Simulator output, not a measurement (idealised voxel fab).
process module | voxel gate over fins
cross-section cut | 220 nm wide | cells 5 nm
A cross-section is a grid of square cells, given in bands from the top down. A band is one or more rows of cells.
Each band's line starts with the height of the band's top and of its bottom, in nm. Then come its materials from left to right, each with its width in nm. One material with "throughout" fills the band from edge to edge. "air" is empty space.
Height 0 is the level under which the wafer as received is all one material. The lowest band goes on downwards, as in "0 down".
A width such as "30 to 40" changes by the same amount from each row of cells to the next, from the band's top row to its bottom row.
"no change" after a step means that no cell of the cross-section changed.
closed voids: empty space of 8 cells or more with no open way to the top, each as width x height at its distance from the left edge, in nm
after a step's settings: what the simulator itself notes on the step
overlay nm, on a step with a mask: how far to the right of its planned place the mask lay; to the left if negative
plan
1 op RECEIVE | material Si
2 op CONFORMAL_DEP | material SiN | thk nm 10
3 op DIRECTIONAL_DEP | material aC | thk nm 15
4 op PATTERN | tone cover | mask id FINS | material resist | width nm 15 | pitch nm 45 | thk nm 30 | overlay nm 0
5 op DIRECTIONAL_ETCH | etch materials aC | depth nm 15
6 op STRIP | etch materials resist
7 op DIRECTIONAL_ETCH | etch materials SiN | depth nm 10
8 op DIRECTIONAL_ETCH | etch materials Si | depth nm 30
9 op STRIP | etch materials aC
10 op FILL_DEP | material SiO2 | thk nm 5
11 op CMP | height nm 10
12 op SELECTIVE_ETCH | etch materials SiO2 | depth nm 20
13 op STRIP | etch materials SiN
14 op CONFORMAL_DEP | material HfO2 | thk nm 5
15 op CONFORMAL_DEP | material TiN | thk nm 5
16 op FILL_DEP | material W | thk nm 10
17 op CMP | height nm 15
18 op CONFORMAL_DEP | material SiCN | thk nm 10
as received, after step 1
  0 down: Si throughout
  closed voids: none
first wafer at the end, as planned
  25 to 15: SiCN throughout
  15 to 10: W throughout
  10 to 5: W 45 | TiN 35 | W 10 | TiN 35 | W 10 | TiN 35 | W 50
  5 to 0: W 45 | TiN 5 | HfO2 25 | TiN 5 | W 10 | TiN 5 | HfO2 25 | TiN 5 | W 10 | TiN 5 | HfO2 25 | TiN 5 | W 50
  0 to -5: TiN 50 | HfO2 5 | Si 15 | HfO2 5 | TiN 20 | HfO2 5 | Si 15 | HfO2 5 | TiN 20 | HfO2 5 | Si 15 | HfO2 5 | TiN 55
  -5 to -10: HfO2 55 | Si 15 | HfO2 30 | Si 15 | HfO2 30 | Si 15 | HfO2 60
  -10 to -30: SiO2 55 | Si 15 | SiO2 30 | Si 15 | SiO2 30 | Si 15 | SiO2 60
  -30 down: Si throughout
  closed voids: none
second wafer at the end: like start, like plan, one mistake
  25 to 10: W throughout
  10 to 5: W 45 | TiN 35 | W 10 | TiN 35 | W 10 | TiN 35 | W 50
  5 to 0: W 45 | TiN 5 | HfO2 25 | TiN 5 | W 10 | TiN 5 | HfO2 25 | TiN 5 | W 10 | TiN 5 | HfO2 25 | TiN 5 | W 50
  0 to -5: TiN 50 | HfO2 5 | Si 15 | HfO2 5 | TiN 20 | HfO2 5 | Si 15 | HfO2 5 | TiN 20 | HfO2 5 | Si 15 | HfO2 5 | TiN 55
  -5 to -10: HfO2 55 | Si 15 | HfO2 30 | Si 15 | HfO2 30 | Si 15 | HfO2 60
  -10 to -30: SiO2 55 | Si 15 | SiO2 30 | Si 15 | SiO2 30 | Si 15 | SiO2 60
  -30 down: Si throughout
  closed voids: none
what went wrong: step 18 ran as: op CONFORMAL_DEP | material W | thk nm 10
at the end the second wafer has, in cells: 88 fewer of SiCN | 88 more of W
